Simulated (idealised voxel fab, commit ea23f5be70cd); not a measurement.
Process module under the name voxel wiring stack
FYI the section here is cut, 235 nm wide, cells are 5 nm squares.
Throughout this document, each cross-section is represented as a grid of square cells and is presented as a sequence of bands enumerated from the top downward, where a band comprises one or more rows of cells. What a band's entry tells you: where the top is and where the bottom is, as heights in nm, and after that what lies inside, material by material from left to right, each with its width in nm. Empty space is written as the word "empty", and a single material marked with the word "throughout" occupies the band from edge to edge. Measure heights from 0. That's the level where, below it, the as-received wafer is all one material. The lowest band is bottomless and extends downward; write it as in "0 and below". The notation "30->40" denotes a width that varies across the rows of cells in the band, beginning at the first number in the top row, finishing at the second number in the bottom row, and changing by an identical amount from each row to the next. The cross-section has no changed cell in any step marked "identical to before". This entry, "Enclosed void list", enumerates those empty regions of no fewer than 8 cells that possess no open connection to the top. Each region is reported in the form width x height at distance, the distance being taken from the left edge, with all three quantities expressed in nm. Step line, after settings: the simulator's comment on this step. Each step line may optionally specify "overlay nm", which for a step with a mask gives the rightward distance between the mask's planned place and where it lay, a negative value indicating the leftward direction. Everything after this point is organized in pairs: a cross-section before one process step, a cross-section after it that shows only as deep as the lowest changed band, and, under the pair, the intervening step with its settings. Because different runs of this module on the same starting wafer can supply different pairs, a pair continues from the pair above it only if its entry headed "Before this step" says so.

Before this step
0 and below = Si throughout
Enclosed void list: none

After the Step
10 down to 0 = SiO2 throughout
Below 0, no change.
Enclosed void list: none
Between the two cross-sections above, the process step reads CONFORMAL_DEP [material SiO2] [thk nm 10]

Before this step: nothing new to draw here, it's the after view of the pair just above.

After the Step
15 down to 10 = TiN throughout
Below 10, no change.
Enclosed void list: none
Between the two cross-sections above, the process step reads DIRECTIONAL_DEP [material TiN] [thk nm 5]

Before this step: nothing new to draw here, it's the after view of the pair just above.

After the Step
30 down to 15 = Ru throughout
Below 15, no change.
Enclosed void list: none
Between the two cross-sections above, the process step reads DIRECTIONAL_DEP [material Ru] [thk nm 15]

Before this step: nothing new to draw here, it's the after view of the pair just above.

After the Step
45 down to 30 = aC throughout
Below 30, no change.
Enclosed void list: none
Between the two cross-sections above, the process step reads DIRECTIONAL_DEP [material aC] [thk nm 15]

Before this step: nothing new to draw here, it's the after view of the pair just above.

After the Step
75 down to 45 = empty: 80 | resist: 20 | empty: 30 | resist: 20 | empty: 85
Below 45, no change.
Enclosed void list: none
Between the two cross-sections above, the process step reads PATTERN [tone cover] [mask id METAL_1] [material resist] [width nm 20] [pitch nm 50] [thk nm 30] [overlay nm 0]

Before this step: nothing new to draw here, it's the after view of the pair just above.

After the Step
60 down to 45 = empty: 80 | resist: 20 | empty: 30 | resist: 20 | empty: 85
45 down to 30 = empty: 80 | aC: 20 | empty: 30 | aC: 20 | empty: 85
Below 30, no change.
Enclosed void list: none
Between the two cross-sections above, the process step reads DIRECTIONAL_ETCH [etch materials aC] [depth nm 15]

Before this step: nothing new to draw here, it's the after view of the pair just above.

After the Step
45 down to 30 = empty: 80 | aC: 20 | empty: 30 | aC: 20 | empty: 85
Below 30, no change.
Enclosed void list: none
Between the two cross-sections above, the process step reads STRIP [etch materials resist]

Before this step: nothing new to draw here, it's the after view of the pair just above.

After the Step
45 down to 30 = empty: 80 | aC: 20 | empty: 30 | aC: 20 | empty: 85
30 down to 15 = empty: 80 | Ru: 20 | empty: 30 | Ru: 20 | empty: 85
Below 15, no change.
Enclosed void list: none
Between the two cross-sections above, the process step reads DIRECTIONAL_ETCH [etch materials Ru] [depth nm 15]

Before this step: nothing new to draw here, it's the after view of the pair just above.

After the Step
45 down to 30 = empty: 80 | aC: 20 | empty: 30 | aC: 20 | empty: 85
30 down to 15 = empty: 80 | Ru: 20 | empty: 30 | Ru: 20 | empty: 85
15 down to 10 = empty: 80 | TiN: 20 | empty: 30 | TiN: 20 | empty: 85
Below 10, no change.
Enclosed void list: none
Between the two cross-sections above, the process step reads DIRECTIONAL_ETCH [etch materials TiN] [depth nm 5]

Before this step: nothing new to draw here, it's the after view of the pair just above.

After the Step
30 down to 15 = empty: 80 | Ru: 20 | empty: 30 | Ru: 20 | empty: 85
Below 15, no change.
Enclosed void list: none
Between the two cross-sections above, the process step reads STRIP [etch materials aC]

Before this step: nothing new to draw here, it's the after view of the pair just above.

After the Step
35 down to 30 = empty: 75 | SiCN: 30 | empty: 20 | SiCN: 30 | empty: 80
30 down to 15 = empty: 75 | SiCN: 5 | Ru: 20 | SiCN: 5 | empty: 20 | SiCN: 5 | Ru: 20 | SiCN: 5 | empty: 80
15 down to 10 = SiCN: 80 | TiN: 20 | SiCN: 30 | TiN: 20 | SiCN: 85
Below 10, no change.
Enclosed void list: none
Between the two cross-sections above, the process step reads CONFORMAL_DEP [material SiCN] [thk nm 5]

Before this step: nothing new to draw here, it's the after view of the pair just above.

After the Step
40 down to 35 = SiO2 throughout
35 down to 30 = SiO2: 75 | SiCN: 30 | SiO2: 20 | SiCN: 30 | SiO2: 80
30 down to 15 = SiO2: 75 | SiCN: 5 | Ru: 20 | SiCN: 5 | SiO2: 20 | SiCN: 5 | Ru: 20 | SiCN: 5 | SiO2: 80
Below 15, no change.
Enclosed void list: none
Between the two cross-sections above, the process step reads FILL_DEP [material SiO2] [thk nm 5]

Before this step: nothing new to draw here, it's the after view of the pair just above.

After the Step
30 down to 15 = SiO2: 75 | SiCN: 5 | Ru: 20 | SiCN: 5 | SiO2: 20 | SiCN: 5 | Ru: 20 | SiCN: 5 | SiO2: 80
Below 15, no change.
Enclosed void list: none
Between the two cross-sections above, the process step reads CMP [height nm 30]

Before this step: nothing new to draw here, it's the after view of the pair just above.

After the Step
35 down to 30 = SiCN throughout
Below 30, no change.
Enclosed void list: none
Between the two cross-sections above, the process step reads CONFORMAL_DEP [material SiCN] [thk nm 5]

Before this step: nothing new to draw here, it's the after view of the pair just above.

After the Step
50 down to 35 = SiO2 throughout
Below 35, no change.
Enclosed void list: none
Between the two cross-sections above, the process step reads DIRECTIONAL_DEP [material SiO2] [thk nm 15]

Before this step: nothing new to draw here, it's the after view of the pair just above.

After the Step
60 down to 50 = aC throughout
Below 50, no change.
Enclosed void list: none
Between the two cross-sections above, the process step reads DIRECTIONAL_DEP [material aC] [thk nm 10]

Before this step: nothing new to draw here, it's the after view of the pair just above.

After the Step
85 down to 60 = resist: 80 | empty: 15 | resist: 35 | empty: 15 | resist: 90
Below 60, no change.
Enclosed void list: none
Between the two cross-sections above, the process step reads PATTERN [tone open] [mask id PLUG_1] [material resist] [width nm 15] [pitch nm 50] [thk nm 25] [overlay nm 0]

Before this step: nothing new to draw here, it's the after view of the pair just above.

After the Step
75 down to 60 = resist: 80 | empty: 15 | resist: 35 | empty: 15 | resist: 90
60 down to 50 = aC: 80 | empty: 15 | aC: 35 | empty: 15 | aC: 90
Below 50, no change.
Enclosed void list: none
Between the two cross-sections above, the process step reads DIRECTIONAL_ETCH [etch materials aC] [depth nm 10]

Before this step: nothing new to draw here, it's the after view of the pair just above.

After the Step
60 down to 50 = aC: 80 | empty: 15 | aC: 35 | empty: 15 | aC: 90
Below 50, no change.
Enclosed void list: none
Between the two cross-sections above, the process step reads STRIP [etch materials resist]

Before this step: nothing new to draw here, it's the after view of the pair just above.

After the Step
60 down to 50 = aC: 80 | empty: 15 | aC: 35 | empty: 15 | aC: 90
50 down to 35 = SiO2: 80 | empty: 15 | SiO2: 35 | empty: 15 | SiO2: 90
Below 35, no change.
Enclosed void list: none
Between the two cross-sections above, the process step reads DIRECTIONAL_ETCH [etch materials SiO2] [depth nm 15]

Before this step: nothing new to draw here, it's the after view of the pair just above.

After the Step
60 down to 50 = aC: 80 | empty: 15 | aC: 35 | empty: 15 | aC: 90
50 down to 35 = SiO2: 80 | empty: 15 | SiO2: 35 | empty: 15 | SiO2: 90
35 down to 30 = SiCN: 80 | empty: 15 | SiCN: 35 | empty: 15 | SiCN: 90
Below 30, no change.
Enclosed void list: none
Between the two cross-sections above, the process step reads DIRECTIONAL_ETCH [etch materials SiCN] [depth nm 5]

Before this step: nothing new to draw here, it's the after view of the pair just above.

After the Step
50 down to 35 = SiO2: 80 | empty: 15 | SiO2: 35 | empty: 15 | SiO2: 90
Below 35, no change.
Enclosed void list: none
Between the two cross-sections above, the process step reads STRIP [etch materials aC]

Before this step: nothing new to draw here, it's the after view of the pair just above.

After the Step
55 down to 50 = TiN: 85 | empty: 5 | TiN: 45 | empty: 5 | TiN: 95
50 down to 35 = SiO2: 80 | TiN: 5 | empty: 5 | TiN: 5 | SiO2: 35 | TiN: 5 | empty: 5 | TiN: 5 | SiO2: 90
35 down to 30 = SiCN: 80 | TiN: 15 | SiCN: 35 | TiN: 15 | SiCN: 90
Below 30, no change.
Enclosed void list: none
Between the two cross-sections above, the process step reads CONFORMAL_DEP [material TiN] [thk nm 5]

Before this step: nothing new to draw here, it's the after view of the pair just above.

After the Step
60 down to 55 = Ru throughout
55 down to 50 = TiN: 85 | Ru: 5 | TiN: 45 | Ru: 5 | TiN: 95
50 down to 35 = SiO2: 80 | TiN: 5 | Ru: 5 | TiN: 5 | SiO2: 35 | TiN: 5 | Ru: 5 | TiN: 5 | SiO2: 90
Below 35, no change.
Enclosed void list: none
Between the two cross-sections above, the process step reads FILL_DEP [material Ru] [thk nm 5]

Before this step: nothing new to draw here, it's the after view of the pair just above.

After the Step
50 down to 35 = SiO2: 80 | TiN: 5 | Ru: 5 | TiN: 5 | SiO2: 35 | TiN: 5 | Ru: 5 | TiN: 5 | SiO2: 90
Below 35, no change.
Enclosed void list: none
Between the two cross-sections above, the process step reads CMP [height nm 50]

Before this step: nothing new to draw here, it's the after view of the pair just above.

After the Step
55 down to 50 = SiN throughout
Below 50, no change.
Enclosed void list: none
Between the two cross-sections above, the process step reads CONFORMAL_DEP [material SiN] [thk nm 5]

Before this step: nothing new to draw here, it's the after view of the pair just above.

After the Step
80 down to 55 = lowk throughout
Below 55, no change.
Enclosed void list: none
Between the two cross-sections above, the process step reads DIRECTIONAL_DEP [material lowk] [thk nm 25]

Before this step: nothing new to draw here, it's the after view of the pair just above.

After the Step
80 down to 55 = lowk: 80 | empty: 20 | lowk: 30 | empty: 20 | lowk: 85
Below 55, no change.
Enclosed void list: none
Between the two cross-sections above, the process step reads MASKED_ETCH [tone open] [mask id METAL_2] [width nm 20] [pitch nm 50] [etch materials lowk] [depth nm 25] [overlay nm 0]

Before this step: nothing new to draw here, it's the after view of the pair just above.

After the Step
80 down to 55 = lowk: 80 | empty: 20 | lowk: 30 | empty: 20 | lowk: 85
55 down to 50 = SiN: 80 | empty: 20 | SiN: 30 | empty: 20 | SiN: 85
Below 50, no change.
Enclosed void list: none
Between the two cross-sections above, the process step reads MASKED_ETCH [tone open] [mask id METAL_2] [width nm 20] [pitch nm 50] [etch materials SiN] [depth nm 5] [overlay nm 0]

Before this step: nothing new to draw here, it's the after view of the pair just above.

After the Step
85 down to 80 = TiN: 85 | empty: 10 | TiN: 40 | empty: 10 | TiN: 90
80 down to 55 = lowk: 80 | TiN: 5 | empty: 10 | TiN: 5 | lowk: 30 | TiN: 5 | empty: 10 | TiN: 5 | lowk: 85
55 down to 50 = SiN: 80 | TiN: 20 | SiN: 30 | TiN: 20 | SiN: 85
Below 50, no change.
Enclosed void list: none
Between the two cross-sections above, the process step reads CONFORMAL_DEP [material TiN] [thk nm 5]

Before this step: nothing new to draw here, it's the after view of the pair just above.

After the Step
90 down to 85 = W throughout
85 down to 80 = TiN: 85 | W: 10 | TiN: 40 | W: 10 | TiN: 90
80 down to 55 = lowk: 80 | TiN: 5 | W: 10 | TiN: 5 | lowk: 30 | TiN: 5 | W: 10 | TiN: 5 | lowk: 85
Below 55, no change.
Enclosed void list: none
Between the two cross-sections above, the process step reads FILL_DEP [material W] [thk nm 5]

Before this step: nothing new to draw here, it's the after view of the pair just above.

After the Step
80 down to 55 = lowk: 80 | TiN: 5 | W: 10 | TiN: 5 | lowk: 30 | TiN: 5 | W: 10 | TiN: 5 | lowk: 85
Below 55, no change.
Enclosed void list: none
Between the two cross-sections above, the process step reads CMP [height nm 80]

Before this step: nothing new to draw here, it's the after view of the pair just above.

After the Step
85 down to 80 = SiCN throughout
Below 80, no change.
Enclosed void list: none
Between the two cross-sections above, the process step reads CONFORMAL_DEP [material SiCN] [thk nm 5]

Before this step: nothing new to draw here, it's the after view of the pair just above.

After the Step
115 down to 85 = SiO2 throughout
Below 85, no change.
Enclosed void list: none
Between the two cross-sections above, the process step reads DIRECTIONAL_DEP [material SiO2] [thk nm 30]

Before this step: nothing new to draw here, it's the after view of the pair just above.

After the Step
125 down to 115 = aC throughout
Below 115, no change.
Enclosed void list: none
Between the two cross-sections above, the process step reads DIRECTIONAL_DEP [material aC] [thk nm 10]

Before this step: nothing new to draw here, it's the after view of the pair just above.

After the Step
155 down to 125 = resist: 80 | empty: 15 | resist: 140
Below 125, no change.
Enclosed void list: none
Between the two cross-sections above, the process step reads PATTERN [tone open] [mask id METAL_3_HOLES] [material resist] [width nm 15] [thk nm 30] [overlay nm 0]

Before this step: nothing new to draw here, it's the after view of the pair just above.

After the Step
145 down to 125 = resist: 80 | empty: 15 | resist: 140
125 down to 115 = aC: 80 | empty: 15 | aC: 140
Below 115, no change.
Enclosed void list: none
Between the two cross-sections above, the process step reads DIRECTIONAL_ETCH [etch materials aC] [depth nm 10]

Before this step: nothing new to draw here, it's the after view of the pair just above.

After the Step
125 down to 115 = aC: 80 | empty: 15 | aC: 140
Below 115, no change.
Enclosed void list: none
Between the two cross-sections above, the process step reads STRIP [etch materials resist]

Before this step: nothing new to draw here, it's the after view of the pair just above.

After the Step
125 down to 115 = aC: 80 | empty: 15 | aC: 140
115 down to 85 = SiO2: 80 | empty: 15 | SiO2: 140
Below 85, no change.
Enclosed void list: none
Between the two cross-sections above, the process step reads DIRECTIONAL_ETCH [etch materials SiO2] [depth nm 30]

Before this step: nothing new to draw here, it's the after view of the pair just above.

After the Step
115 down to 85 = SiO2: 80 | empty: 15 | SiO2: 140
Below 85, no change.
Enclosed void list: none
Between the two cross-sections above, the process step reads STRIP [etch materials aC]

Before this step: nothing new to draw here, it's the after view of the pair just above.

After the Step
115 down to 100 = SiO2: 80 | empty: 20 | SiO2: 30 | empty: 20 | SiO2: 85
Below 100, no change.
Enclosed void list: none
Between the two cross-sections above, the process step reads MASKED_ETCH [tone open] [mask id METAL_3] [width nm 20] [pitch nm 50] [etch materials SiO2] [depth nm 15] [overlay nm 0]

Before this step: nothing new to draw here, it's the after view of the pair just above.

After the Step
115 down to 100 = SiO2: 80 | empty: 20 | SiO2: 30 | empty: 20 | SiO2: 85
100 down to 85 = SiO2: 80 | empty: 15 | SiO2: 140
85 down to 80 = SiCN: 80 | empty: 15 | SiCN: 140
Below 80, no change.
Enclosed void list: none
Between the two cross-sections above, the process step reads MASKED_ETCH [tone open] [mask id METAL_3] [width nm 20] [pitch nm 50] [etch materials SiCN] [depth nm 5] [overlay nm 0]

Before this step: nothing new to draw here, it's the after view of the pair just above.

After the Step
120 down to 115 = TiN: 85 | empty: 10 | TiN: 40 | empty: 10 | TiN: 90
115 down to 105 = SiO2: 80 | TiN: 5 | empty: 10 | TiN: 5 | SiO2: 30 | TiN: 5 | empty: 10 | TiN: 5 | SiO2: 85
105 down to 100 = SiO2: 80 | TiN: 5 | empty: 5 | TiN: 10 | SiO2: 30 | TiN: 20 | SiO2: 85
100 down to 85 = SiO2: 80 | TiN: 5 | empty: 5 | TiN: 5 | SiO2: 140
85 down to 80 = SiCN: 80 | TiN: 15 | SiCN: 140
Below 80, no change.
Enclosed void list: none
Between the two cross-sections above, the process step reads CONFORMAL_DEP [material TiN] [thk nm 5]

Before this step: nothing new to draw here, it's the after view of the pair just above.

After the Step
125 down to 120 = Ru throughout
120 down to 115 = TiN: 85 | Ru: 10 | TiN: 40 | Ru: 10 | TiN: 90
115 down to 105 = SiO2: 80 | TiN: 5 | Ru: 10 | TiN: 5 | SiO2: 30 | TiN: 5 | Ru: 10 | TiN: 5 | SiO2: 85
105 down to 100 = SiO2: 80 | TiN: 5 | Ru: 5 | TiN: 10 | SiO2: 30 | TiN: 20 | SiO2: 85
100 down to 85 = SiO2: 80 | TiN: 5 | Ru: 5 | TiN: 5 | SiO2: 140
Below 85, no change.
Enclosed void list: none
Between the two cross-sections above, the process step reads FILL_DEP [material Ru] [thk nm 5]

Before this step: nothing new to draw here, it's the after view of the pair just above.

After the Step
115 down to 105 = SiO2: 80 | TiN: 5 | Ru: 10 | TiN: 5 | SiO2: 30 | TiN: 5 | Ru: 10 | TiN: 5 | SiO2: 85
Below 105, no change.
Enclosed void list: none
Between the two cross-sections above, the process step reads CMP [height nm 115]

Before this step: nothing new to draw here, it's the after view of the pair just above.

After the Step
120 down to 115 = SiN throughout
Below 115, no change.
Enclosed void list: none
Between the two cross-sections above, the process step reads CONFORMAL_DEP [material SiN] [thk nm 5]

Before this step
10 down to 0 = SiO2 throughout
0 and below = Si throughout
Enclosed void list: none

After the Step
25 down to 10 = Ru throughout
Below 10, no change.
Enclosed void list: none
Between the two cross-sections above, the process step reads DIRECTIONAL_DEP [material Ru] [thk nm 15]

Before this step: nothing new to draw here, it's the after view of the pair just above.

After the Step
40 down to 25 = aC throughout
Below 25, no change.
Enclosed void list: none
Between the two cross-sections above, the process step reads DIRECTIONAL_DEP [material aC] [thk nm 15]

Before this step: nothing new to draw here, it's the after view of the pair just above.

After the Step
70 down to 40 = empty: 80 | resist: 20 | empty: 30 | resist: 20 | empty: 85
Below 40, no change.
Enclosed void list: none
Between the two cross-sections above, the process step reads PATTERN [tone cover] [mask id METAL_1] [material resist] [width nm 20] [pitch nm 50] [thk nm 30] [overlay nm 0]

Before this step: nothing new to draw here, it's the after view of the pair just above.

After the Step
55 down to 40 = empty: 80 | resist: 20 | empty: 30 | resist: 20 | empty: 85
40 down to 25 = empty: 80 | aC: 20 | empty: 30 | aC: 20 | empty: 85
Below 25, no change.
Enclosed void list: none
Between the two cross-sections above, the process step reads DIRECTIONAL_ETCH [etch materials aC] [depth nm 15]

Before this step: nothing new to draw here, it's the after view of the pair just above.

After the Step
40 down to 25 = empty: 80 | aC: 20 | empty: 30 | aC: 20 | empty: 85
Below 25, no change.
Enclosed void list: none
Between the two cross-sections above, the process step reads STRIP [etch materials resist]

Before this step: nothing new to draw here, it's the after view of the pair just above.

After the Step
40 down to 25 = empty: 80 | aC: 20 | empty: 30 | aC: 20 | empty: 85
25 down to 10 = empty: 80 | Ru: 20 | empty: 30 | Ru: 20 | empty: 85
Below 10, no change.
Enclosed void list: none
Between the two cross-sections above, the process step reads DIRECTIONAL_ETCH [etch materials Ru] [depth nm 15]

Before this step: nothing new to draw here, it's the after view of the pair just above.

After the Step
25 down to 10 = empty: 80 | Ru: 20 | empty: 30 | Ru: 20 | empty: 85
Below 10, no change.
Enclosed void list: none
Between the two cross-sections above, the process step reads STRIP [etch materials aC]

Before this step: nothing new to draw here, it's the after view of the pair just above.

After the Step
30 down to 25 = empty: 75 | SiCN: 30 | empty: 20 | SiCN: 30 | empty: 80
25 down to 15 = empty: 75 | SiCN: 5 | Ru: 20 | SiCN: 5 | empty: 20 | SiCN: 5 | Ru: 20 | SiCN: 5 | empty: 80
15 down to 10 = SiCN: 80 | Ru: 20 | SiCN: 30 | Ru: 20 | SiCN: 85
Below 10, no change.
Enclosed void list: none
Between the two cross-sections above, the process step reads CONFORMAL_DEP [material SiCN] [thk nm 5]

Before this step: nothing new to draw here, it's the after view of the pair just above.

After the Step
35 down to 30 = SiO2 throughout
30 down to 25 = SiO2: 75 | SiCN: 30 | SiO2: 20 | SiCN: 30 | SiO2: 80
25 down to 15 = SiO2: 75 | SiCN: 5 | Ru: 20 | SiCN: 5 | SiO2: 20 | SiCN: 5 | Ru: 20 | SiCN: 5 | SiO2: 80
Below 15, no change.
Enclosed void list: none
Between the two cross-sections above, the process step reads FILL_DEP [material SiO2] [thk nm 5]

Before this step: nothing new to draw here, it's the after view of the pair just above.

After the Step
30 down to 25 = SiO2: 75 | SiCN: 30 | SiO2: 20 | SiCN: 30 | SiO2: 80
Below 25, no change.
Enclosed void list: none
Between the two cross-sections above, the process step reads CMP [height nm 30]

Before this step: nothing new to draw here, it's the after view of the pair just above.

After the Step
35 down to 30 = SiCN throughout
Below 30, no change.
Enclosed void list: none
Between the two cross-sections above, the process step reads CONFORMAL_DEP [material SiCN] [thk nm 5]

Before this step: nothing new to draw here, it's the after view of the pair just above.

After the Step
50 down to 35 = SiO2 throughout
Below 35, no change.
Enclosed void list: none
Between the two cross-sections above, the process step reads DIRECTIONAL_DEP [material SiO2] [thk nm 15]

Before this step: nothing new to draw here, it's the after view of the pair just above.

After the Step
60 down to 50 = aC throughout
Below 50, no change.
Enclosed void list: none
Between the two cross-sections above, the process step reads DIRECTIONAL_DEP [material aC] [thk nm 10]

Before this step: nothing new to draw here, it's the after view of the pair just above.

After the Step
85 down to 60 = resist: 80 | empty: 15 | resist: 35 | empty: 15 | resist: 90
Below 60, no change.
Enclosed void list: none
Between the two cross-sections above, the process step reads PATTERN [tone open] [mask id PLUG_1] [material resist] [width nm 15] [pitch nm 50] [thk nm 25] [overlay nm 0]

Before this step: nothing new to draw here, it's the after view of the pair just above.

After the Step
75 down to 60 = resist: 80 | empty: 15 | resist: 35 | empty: 15 | resist: 90
60 down to 50 = aC: 80 | empty: 15 | aC: 35 | empty: 15 | aC: 90
Below 50, no change.
Enclosed void list: none
Between the two cross-sections above, the process step reads DIRECTIONAL_ETCH [etch materials aC] [depth nm 10]

Before this step: nothing new to draw here, it's the after view of the pair just above.

After the Step
60 down to 50 = aC: 80 | empty: 15 | aC: 35 | empty: 15 | aC: 90
Below 50, no change.
Enclosed void list: none
Between the two cross-sections above, the process step reads STRIP [etch materials resist]

Before this step: nothing new to draw here, it's the after view of the pair just above.

After the Step
60 down to 50 = aC: 80 | empty: 15 | aC: 35 | empty: 15 | aC: 90
50 down to 35 = SiO2: 80 | empty: 15 | SiO2: 35 | empty: 15 | SiO2: 90
Below 35, no change.
Enclosed void list: none
Between the two cross-sections above, the process step reads DIRECTIONAL_ETCH [etch materials SiO2] [depth nm 15]

Before this step: nothing new to draw here, it's the after view of the pair just above.

After the Step
60 down to 50 = aC: 80 | empty: 15 | aC: 35 | empty: 15 | aC: 90
50 down to 35 = SiO2: 80 | empty: 15 | SiO2: 35 | empty: 15 | SiO2: 90
35 down to 30 = SiCN: 80 | empty: 15 | SiCN: 35 | empty: 15 | SiCN: 90
Below 30, no change.
Enclosed void list: none
Between the two cross-sections above, the process step reads DIRECTIONAL_ETCH [etch materials SiCN] [depth nm 5]

Before this step: nothing new to draw here, it's the after view of the pair just above.

After the Step
50 down to 35 = SiO2: 80 | empty: 15 | SiO2: 35 | empty: 15 | SiO2: 90
Below 35, no change.
Enclosed void list: none
Between the two cross-sections above, the process step reads STRIP [etch materials aC]

Before this step: nothing new to draw here, it's the after view of the pair just above.

After the Step
55 down to 50 = TiN: 85 | empty: 5 | TiN: 45 | empty: 5 | TiN: 95
50 down to 35 = SiO2: 80 | TiN: 5 | empty: 5 | TiN: 5 | SiO2: 35 | TiN: 5 | empty: 5 | TiN: 5 | SiO2: 90
35 down to 30 = SiCN: 80 | TiN: 15 | SiCN: 35 | TiN: 15 | SiCN: 90
Below 30, no change.
Enclosed void list: none
Between the two cross-sections above, the process step reads CONFORMAL_DEP [material TiN] [thk nm 5]

Before this step: nothing new to draw here, it's the after view of the pair just above.

After the Step
60 down to 55 = Ru throughout
55 down to 50 = TiN: 85 | Ru: 5 | TiN: 45 | Ru: 5 | TiN: 95
50 down to 35 = SiO2: 80 | TiN: 5 | Ru: 5 | TiN: 5 | SiO2: 35 | TiN: 5 | Ru: 5 | TiN: 5 | SiO2: 90
Below 35, no change.
Enclosed void list: none
Between the two cross-sections above, the process step reads FILL_DEP [material Ru] [thk nm 5]

Before this step: nothing new to draw here, it's the after view of the pair just above.

After the Step
50 down to 35 = SiO2: 80 | TiN: 5 | Ru: 5 | TiN: 5 | SiO2: 35 | TiN: 5 | Ru: 5 | TiN: 5 | SiO2: 90
Below 35, no change.
Enclosed void list: none
Between the two cross-sections above, the process step reads CMP [height nm 50]

Before this step: nothing new to draw here, it's the after view of the pair just above.

After the Step
55 down to 50 = SiN throughout
Below 50, no change.
Enclosed void list: none
Between the two cross-sections above, the process step reads CONFORMAL_DEP [material SiN] [thk nm 5]

Before this step: nothing new to draw here, it's the after view of the pair just above.

After the Step
80 down to 55 = lowk throughout
Below 55, no change.
Enclosed void list: none
Between the two cross-sections above, the process step reads DIRECTIONAL_DEP [material lowk] [thk nm 25]

Before this step: nothing new to draw here, it's the after view of the pair just above.

After the Step
80 down to 55 = lowk: 80 | empty: 20 | lowk: 30 | empty: 20 | lowk: 85
Below 55, no change.
Enclosed void list: none
Between the two cross-sections above, the process step reads MASKED_ETCH [tone open] [mask id METAL_2] [width nm 20] [pitch nm 50] [etch materials lowk] [depth nm 25] [overlay nm 0]

Before this step: nothing new to draw here, it's the after view of the pair just above.

After the Step
80 down to 55 = lowk: 80 | empty: 20 | lowk: 30 | empty: 20 | lowk: 85
55 down to 50 = SiN: 80 | empty: 20 | SiN: 30 | empty: 20 | SiN: 85
Below 50, no change.
Enclosed void list: none
Between the two cross-sections above, the process step reads MASKED_ETCH [tone open] [mask id METAL_2] [width nm 20] [pitch nm 50] [etch materials SiN] [depth nm 5] [overlay nm 0]

Before this step: nothing new to draw here, it's the after view of the pair just above.

After the Step
85 down to 80 = TiN: 85 | empty: 10 | TiN: 40 | empty: 10 | TiN: 90
80 down to 55 = lowk: 80 | TiN: 5 | empty: 10 | TiN: 5 | lowk: 30 | TiN: 5 | empty: 10 | TiN: 5 | lowk: 85
55 down to 50 = SiN: 80 | TiN: 20 | SiN: 30 | TiN: 20 | SiN: 85
Below 50, no change.
Enclosed void list: none
Between the two cross-sections above, the process step reads CONFORMAL_DEP [material TiN] [thk nm 5]

Before this step: nothing new to draw here, it's the after view of the pair just above.

After the Step
90 down to 85 = W throughout
85 down to 80 = TiN: 85 | W: 10 | TiN: 40 | W: 10 | TiN: 90
80 down to 55 = lowk: 80 | TiN: 5 | W: 10 | TiN: 5 | lowk: 30 | TiN: 5 | W: 10 | TiN: 5 | lowk: 85
Below 55, no change.
Enclosed void list: none
Between the two cross-sections above, the process step reads FILL_DEP [material W] [thk nm 5]

Before this step: nothing new to draw here, it's the after view of the pair just above.

After the Step
80 down to 55 = lowk: 80 | TiN: 5 | W: 10 | TiN: 5 | lowk: 30 | TiN: 5 | W: 10 | TiN: 5 | lowk: 85
Below 55, no change.
Enclosed void list: none
Between the two cross-sections above, the process step reads CMP [height nm 80]

Before this step: nothing new to draw here, it's the after view of the pair just above.

After the Step
85 down to 80 = SiCN throughout
Below 80, no change.
Enclosed void list: none
Between the two cross-sections above, the process step reads CONFORMAL_DEP [material SiCN] [thk nm 5]

Before this step: nothing new to draw here, it's the after view of the pair just above.

After the Step
115 down to 85 = SiO2 throughout
Below 85, no change.
Enclosed void list: none
Between the two cross-sections above, the process step reads DIRECTIONAL_DEP [material SiO2] [thk nm 30]

Before this step: nothing new to draw here, it's the after view of the pair just above.

After the Step
125 down to 115 = aC throughout
Below 115, no change.
Enclosed void list: none
Between the two cross-sections above, the process step reads DIRECTIONAL_DEP [material aC] [thk nm 10]

Before this step: nothing new to draw here, it's the after view of the pair just above.

After the Step
155 down to 125 = resist: 80 | empty: 15 | resist: 140
Below 125, no change.
Enclosed void list: none
Between the two cross-sections above, the process step reads PATTERN [tone open] [mask id METAL_3_HOLES] [material resist] [width nm 15] [thk nm 30] [overlay nm 0]

Before this step: nothing new to draw here, it's the after view of the pair just above.

After the Step
145 down to 125 = resist: 80 | empty: 15 | resist: 140
125 down to 115 = aC: 80 | empty: 15 | aC: 140
Below 115, no change.
Enclosed void list: none
Between the two cross-sections above, the process step reads DIRECTIONAL_ETCH [etch materials aC] [depth nm 10]

Before this step: nothing new to draw here, it's the after view of the pair just above.

After the Step
125 down to 115 = aC: 80 | empty: 15 | aC: 140
Below 115, no change.
Enclosed void list: none
Between the two cross-sections above, the process step reads STRIP [etch materials resist]

Before this step: nothing new to draw here, it's the after view of the pair just above.

After the Step
125 down to 115 = aC: 80 | empty: 15 | aC: 140
115 down to 85 = SiO2: 80 | empty: 15 | SiO2: 140
Below 85, no change.
Enclosed void list: none
Between the two cross-sections above, the process step reads DIRECTIONAL_ETCH [etch materials SiO2] [depth nm 30]

Before this step: nothing new to draw here, it's the after view of the pair just above.

After the Step
115 down to 85 = SiO2: 80 | empty: 15 | SiO2: 140
Below 85, no change.
Enclosed void list: none
Between the two cross-sections above, the process step reads STRIP [etch materials aC]

Before this step: nothing new to draw here, it's the after view of the pair just above.

After the Step
115 down to 100 = SiO2: 80 | empty: 20 | SiO2: 30 | empty: 20 | SiO2: 85
Below 100, no change.
Enclosed void list: none
Between the two cross-sections above, the process step reads MASKED_ETCH [tone open] [mask id METAL_3] [width nm 20] [pitch nm 50] [etch materials SiO2] [depth nm 15] [overlay nm 0]

Before this step: nothing new to draw here, it's the after view of the pair just above.

After the Step
115 down to 100 = SiO2: 80 | empty: 20 | SiO2: 30 | empty: 20 | SiO2: 85
100 down to 85 = SiO2: 80 | empty: 15 | SiO2: 140
85 down to 80 = SiCN: 80 | empty: 15 | SiCN: 140
Below 80, no change.
Enclosed void list: none
Between the two cross-sections above, the process step reads MASKED_ETCH [tone open] [mask id METAL_3] [width nm 20] [pitch nm 50] [etch materials SiCN] [depth nm 5] [overlay nm 0]

Before this step: nothing new to draw here, it's the after view of the pair just above.

After the Step
120 down to 115 = TiN: 85 | empty: 10 | TiN: 40 | empty: 10 | TiN: 90
115 down to 105 = SiO2: 80 | TiN: 5 | empty: 10 | TiN: 5 | SiO2: 30 | TiN: 5 | empty: 10 | TiN: 5 | SiO2: 85
105 down to 100 = SiO2: 80 | TiN: 5 | empty: 5 | TiN: 10 | SiO2: 30 | TiN: 20 | SiO2: 85
100 down to 85 = SiO2: 80 | TiN: 5 | empty: 5 | TiN: 5 | SiO2: 140
85 down to 80 = SiCN: 80 | TiN: 15 | SiCN: 140
Below 80, no change.
Enclosed void list: none
Between the two cross-sections above, the process step reads CONFORMAL_DEP [material TiN] [thk nm 5]
